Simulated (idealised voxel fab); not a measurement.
Process module in this document: voxel capacitor over wiring
For reference, the cross-section in this document is cut, with width 260 nm and square cells of 5 nm.
Think of the cross-section as a grid of square cells. We describe it in bands, top to bottom, and each band covers one or more rows of those cells.
The entry gives the band's vertical extent as a top height and a bottom height in nm, then its horizontal make-up as materials from left to right, each with a width in nm. "air" stands for empty space; a single material marked "full width" fills the band edge to edge.
All heights in this document are referenced to 0, defined as the level beneath which the wafer, as received, consists entirely of one material. The lowest band is not bounded below; it extends indefinitely downward and is written in the form "from 0 down".
Per-row width for "30..40": begins at first number (top row of band), ends at second number (bottom row), increment between rows held constant.
"no alterations made" means the step left every cell of the cross-section as it was.
"Fully closed voids" contains a list of empty spaces, each no smaller than 8 cells and without an open way to the top, written in the form width x height at distance with the distance from the left edge and all three in nm.
If you see something after the settings on a step's line, that's the simulator's own remark about that step.
On any step carrying a mask, the "overlay nm" setting, if present on the step's line, tells how far right of its planned place the mask lay; negative values point to the left.

INTENDED PROCESS STEPS
1: RECEIVE, material Si
2: CONFORMAL_DEP, material SiO2, thk nm 10
3: DIRECTIONAL_DEP, material TiN, thk nm 5
4: DIRECTIONAL_DEP, material W, thk nm 15
5: MASKED_ETCH, tone cover, mask id METAL_1, width nm 30, pitch nm 100, etch materials W, depth nm 15, overlay nm 0
6: MASKED_ETCH, tone cover, mask id METAL_1, width nm 30, pitch nm 100, etch materials TiN, depth nm 5, overlay nm 0
7: CONFORMAL_DEP, material SiN, thk nm 5
8: FILL_DEP, material lowk, thk nm 10
9: CMP, height nm 30
10: CONFORMAL_DEP, material SiCN, thk nm 5
11: DIRECTIONAL_DEP, material lowk, thk nm 15
12: MASKED_ETCH, tone open, mask id PLUG_1, width nm 15, etch materials lowk, depth nm 15, overlay nm 0
13: MASKED_ETCH, tone open, mask id PLUG_1, width nm 15, etch materials SiCN, depth nm 5, overlay nm 0
14: EPI, material Ru, thk nm 10
15: EPI, material Ru, thk nm 10
16: DIRECTIONAL_DEP, material TiN, thk nm 5
17: DIRECTIONAL_DEP, material HfO2, thk nm 5
18: DIRECTIONAL_DEP, material TiN, thk nm 10
19: DIRECTIONAL_DEP, material aC, thk nm 15
20: PATTERN, tone cover, mask id UPPER_PLATE, material resist, width nm 75, thk nm 35, overlay nm 0
21: DIRECTIONAL_ETCH, etch materials aC, depth nm 15
22: STRIP, etch materials resist
23: DIRECTIONAL_ETCH, etch materials TiN, depth nm 10
24: DIRECTIONAL_ETCH, etch materials HfO2, depth nm 5
25: STRIP, etch materials aC
26: DIRECTIONAL_DEP, material aC, thk nm 15
27: PATTERN, tone cover, mask id LOWER_PLATE, material resist, width nm 85, thk nm 30, overlay nm 0
28: DIRECTIONAL_ETCH, etch materials aC, depth nm 15
29: STRIP, etch materials resist
30: DIRECTIONAL_ETCH, etch materials TiN, depth nm 5
31: STRIP, etch materials aC
32: FILL_DEP, material SiO2, thk nm 15
33: CMP, height nm 80
34: DIRECTIONAL_DEP, material aC, thk nm 10
35: PATTERN, tone open, mask id PLUG_2, material resist, width nm 15, thk nm 25, overlay nm 0
36: DIRECTIONAL_ETCH, etch materials aC, depth nm 10
37: STRIP, etch materials resist
38: DIRECTIONAL_ETCH, etch materials SiO2, depth nm 10
39: STRIP, etch materials aC
40: CONFORMAL_DEP, material TiN, thk nm 5
41: FILL_DEP, material Cu, thk nm 5
42: CMP, height nm 80
43: CONFORMAL_DEP, material SiN, thk nm 5

SO THIS IS THE INCOMING WAFER IN CROSS-SECTION - IT'S ALREADY BEEN THROUGH STEP 1
from 0 down | Si full width
Fully closed voids: none

CROSS-SECTIONAL RESULT AFTER MODULE COMPLETION. NOTE: STARTING CONDITION AND PLAN ARE UNCHANGED FROM ABOVE; ONE PROCESSING MISTAKE WAS MADE
from 85 to 80 | SiN full width
from 80 to 75 | SiO2=90, then TiN=5, then Cu=5, then TiN=5, then SiO2=155
from 75 to 70 | SiO2=90, then TiN=15, then SiO2=155
from 70 to 60 | SiO2=85, then TiN=65, then SiO2=110
from 60 to 55 | SiO2=85, then HfO2=65, then SiO2=110
from 55 to 50 | SiO2=75, then TiN=85, then SiO2=100
from 50 to 35 | lowk=80, then Ru=15, then lowk=165
from 35 to 30 | SiCN=80, then Ru=15, then SiCN=165
from 30 to 15 | lowk=60, then SiN=5, then W=30, then SiN=5, then lowk=60, then SiN=5, then W=30, then SiN=5, then lowk=60
from 15 to 10 | SiN=65, then TiN=30, then SiN=70, then TiN=30, then SiN=65
from 10 to 0 | SiO2 full width
from 0 down | Si full width
Fully closed voids: none
Against the plan, the run slipped here: contrary to plan, step 20 was performed as PATTERN, tone cover, mask id UPPER_PLATE, material resist, width nm 65, thk nm 35, overlay nm 0
